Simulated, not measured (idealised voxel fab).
The document below concerns the process module designated voxel ribs on slabs.
250 nm wide, 5 nm square cells: that's cross-section cut.
For the purposes of this document, a cross-section shall be understood as a grid of square cells, specified as bands listed in top-to-bottom order, each band consisting of one or more rows of cells. Band: top and bottom heights (nm) first, top before bottom; then materials from left to right, widths in nm. "everywhere" marks a sole material filling the band edge to edge. "empty" denotes empty space. Note: height 0 marks the level under which the wafer is uniformly one material as received. Lowest band unbounded below, written "0..down". When a width is written as two numbers, as in "30 to 40", the first number is the width in the top row of cells of the band and the second is the width in its bottom row, and the width changes by the same amount from each row to the next. No cell of the cross-section changed in a step that is given as "no change occurred". "Closed internal cavities": empty spaces of 8 cells or more with no open way to the top, each given as width x height at distance, distance from the left edge, all in nm. On a step's line, text after the settings is the simulator commenting on that step. A step line may carry the setting "overlay nm", which, for steps involving a mask, states the distance by which the mask lay to the right of its intended position; negative values denote displacement to the left.
**Planned process steps**
step 1: op RECEIVE | material Si
step 2: op DIRECTIONAL_DEP | material SiO2 | thk nm 25
step 3: op DIRECTIONAL_DEP | material polySi | thk nm 15
step 4: op DIRECTIONAL_DEP | material aC | thk nm 15
step 5: op PATTERN | tone cover | mask id RIB | material resist | width nm 20 | thk nm 35 | overlay nm 0
step 6: op DIRECTIONAL_ETCH | etch materials aC | depth nm 15
step 7: op STRIP | etch materials resist
step 8: op DIRECTIONAL_ETCH | etch materials polySi | depth nm 10
step 9: op STRIP | etch materials aC
step 10: op PATTERN | tone cover | mask id SLAB | material resist | width nm 50 | thk nm 15 | overlay nm 0
step 11: op DIRECTIONAL_ETCH | etch materials polySi | depth nm 5
step 12: op STRIP | etch materials resist
step 13: op FILL_DEP | material SiO2 | thk nm 30
step 14: op CMP | height nm 60
step 15: op DIRECTIONAL_DEP | material W | thk nm 5
step 16: op PATTERN | tone cover | mask id HEATER | material resist | width nm 30 | thk nm 20 | overlay nm 0
step 17: op DIRECTIONAL_ETCH | etch materials W | depth nm 5
step 18: op STRIP | etch materials resist
step 19: op CONFORMAL_DEP | material SiN | thk nm 5
**First of the two wafers, run per plan**
**Cross-section of the wafer upon arrival, representing the state reached after step 1**
    0..down | Si everywhere
    Closed internal cavities: none
**Once step 2 is through, the wafer looks like this in cross-section**
    25..0 | SiO2 everywhere
    At heights below 0, the structure remains unaltered.
**Once step 3 is through, the wafer looks like this in cross-section**
    40..25 | polySi everywhere
    At heights below 25, the structure remains unaltered.
**Once step 4 is through, the wafer looks like this in cross-section**
    55..40 | aC everywhere
    At heights below 40, the structure remains unaltered.
**Once step 5 is through, the wafer looks like this in cross-section**
    90..55 | empty 115 nm  resist 20 nm  empty 115 nm
    At heights below 55, the structure remains unaltered.
**Once step 6 is through, the wafer looks like this in cross-section**
    75..55 | empty 115 nm  resist 20 nm  empty 115 nm
    55..40 | empty 115 nm  aC 20 nm  empty 115 nm
    At heights below 40, the structure remains unaltered.
**Once step 7 is through, the wafer looks like this in cross-section**
    55..40 | empty 115 nm  aC 20 nm  empty 115 nm
    At heights below 40, the structure remains unaltered.
**Once step 8 is through, the wafer looks like this in cross-section**
    55..40 | empty 115 nm  aC 20 nm  empty 115 nm
    40..30 | empty 115 nm  polySi 20 nm  empty 115 nm
    At heights below 30, the structure remains unaltered.
**Once step 9 is through, the wafer looks like this in cross-section**
    40..30 | empty 115 nm  polySi 20 nm  empty 115 nm
    At heights below 30, the structure remains unaltered.
**Once step 10 is through, the wafer looks like this in cross-section**
    55..40 | empty 100 nm  resist 50 nm  empty 100 nm
    40..30 | empty 100 nm  resist 15 nm  polySi 20 nm  resist 15 nm  empty 100 nm
    At heights below 30, the structure remains unaltered.
**Once step 11 is through, the wafer looks like this in cross-section**
    55..40 | empty 100 nm  resist 50 nm  empty 100 nm
    40..30 | empty 100 nm  resist 15 nm  polySi 20 nm  resist 15 nm  empty 100 nm
    30..25 | empty 100 nm  polySi 50 nm  empty 100 nm
    At heights below 25, the structure remains unaltered.
**Once step 12 is through, the wafer looks like this in cross-section**
    40..30 | empty 115 nm  polySi 20 nm  empty 115 nm
    At heights below 30, the structure remains unaltered.
**Once step 13 is through, the wafer looks like this in cross-section**
    70..40 | SiO2 everywhere
    40..30 | SiO2 115 nm  polySi 20 nm  SiO2 115 nm
    30..25 | SiO2 100 nm  polySi 50 nm  SiO2 100 nm
    At heights below 25, the structure remains unaltered.
**Once step 14 is through, the wafer looks like this in cross-section**
    60..40 | SiO2 everywhere
    At heights below 40, the structure remains unaltered.
**Once step 15 is through, the wafer looks like this in cross-section**
    65..60 | W everywhere
    At heights below 60, the structure remains unaltered.
**Once step 16 is through, the wafer looks like this in cross-section**
    85..65 | empty 110 nm  resist 30 nm  empty 110 nm
    At heights below 65, the structure remains unaltered.
**Once step 17 is through, the wafer looks like this in cross-section**
    85..65 | empty 110 nm  resist 30 nm  empty 110 nm
    65..60 | empty 110 nm  W 30 nm  empty 110 nm
    At heights below 60, the structure remains unaltered.
**Once step 18 is through, the wafer looks like this in cross-section**
    65..60 | empty 110 nm  W 30 nm  empty 110 nm
    At heights below 60, the structure remains unaltered.
**Once step 19 is through, the wafer looks like this in cross-section**
    70..65 | empty 105 nm  SiN 40 nm  empty 105 nm
    65..60 | SiN 110 nm  W 30 nm  SiN 110 nm
    At heights below 60, the structure remains unaltered.
**The second wafer was prepared from the same starting point and under the same plan as the first; its processing contained one mistake, and it remains indistinguishable from the first wafer up to and including step 1**
**Look at the second wafer in cross-section at the time step 2 ought to have finished**
    15..0 | polySi everywhere
    At heights below 0, the structure remains unaltered.
**Look at the second wafer in cross-section at the time step 3 ought to have finished**
    40..15 | SiO2 everywhere
    At heights below 15, the structure remains unaltered.
**Look at the second wafer in cross-section at the time step 4 ought to have finished**
    55..40 | aC everywhere
    At heights below 40, the structure remains unaltered.
**Look at the second wafer in cross-section at the time step 5 ought to have finished**
    90..55 | empty 115 nm  resist 20 nm  empty 115 nm
    At heights below 55, the structure remains unaltered.
**Look at the second wafer in cross-section at the time step 6 ought to have finished**
    75..55 | empty 115 nm  resist 20 nm  empty 115 nm
    55..40 | empty 115 nm  aC 20 nm  empty 115 nm
    At heights below 40, the structure remains unaltered.
**Look at the second wafer in cross-section at the time step 7 ought to have finished**
    55..40 | empty 115 nm  aC 20 nm  empty 115 nm
    At heights below 40, the structure remains unaltered.
Look at the second wafer in cross-section at the time step 8 ought to have finished: no change occurred
**Look at the second wafer in cross-section at the time step 9 ought to have finished**
    40..15 | SiO2 everywhere
    At heights below 15, the structure remains unaltered.
**Look at the second wafer in cross-section at the time step 10 ought to have finished**
    55..40 | empty 100 nm  resist 50 nm  empty 100 nm
    At heights below 40, the structure remains unaltered.
Look at the second wafer in cross-section at the time step 11 ought to have finished: no change occurred
**Look at the second wafer in cross-section at the time step 12 ought to have finished**
    40..15 | SiO2 everywhere
    At heights below 15, the structure remains unaltered.
**Look at the second wafer in cross-section at the time step 13 ought to have finished**
    70..15 | SiO2 everywhere
    At heights below 15, the structure remains unaltered.
**Look at the second wafer in cross-section at the time step 14 ought to have finished**
    60..15 | SiO2 everywhere
    At heights below 15, the structure remains unaltered.
**Look at the second wafer in cross-section at the time step 15 ought to have finished**
    65..60 | W everywhere
    At heights below 60, the structure remains unaltered.
**Look at the second wafer in cross-section at the time step 16 ought to have finished**
    85..65 | empty 110 nm  resist 30 nm  empty 110 nm
    At heights below 65, the structure remains unaltered.
**Look at the second wafer in cross-section at the time step 17 ought to have finished**
    85..65 | empty 110 nm  resist 30 nm  empty 110 nm
    65..60 | empty 110 nm  W 30 nm  empty 110 nm
    At heights below 60, the structure remains unaltered.
**Look at the second wafer in cross-section at the time step 18 ought to have finished**
    65..60 | empty 110 nm  W 30 nm  empty 110 nm
    At heights below 60, the structure remains unaltered.
**Look at the second wafer in cross-section at the time step 19 ought to have finished**
    70..65 | empty 105 nm  SiN 40 nm  empty 105 nm
    65..60 | SiN 110 nm  W 30 nm  SiN 110 nm
    At heights below 60, the structure remains unaltered.
Where did the run depart from the plan? ran 2 and 3 in swapped order versus the plan
In the final state, the cell counts of the second wafer exceed or fall short of those of the first for the following materials: SiO2: 132 fewer | polySi: 132 more
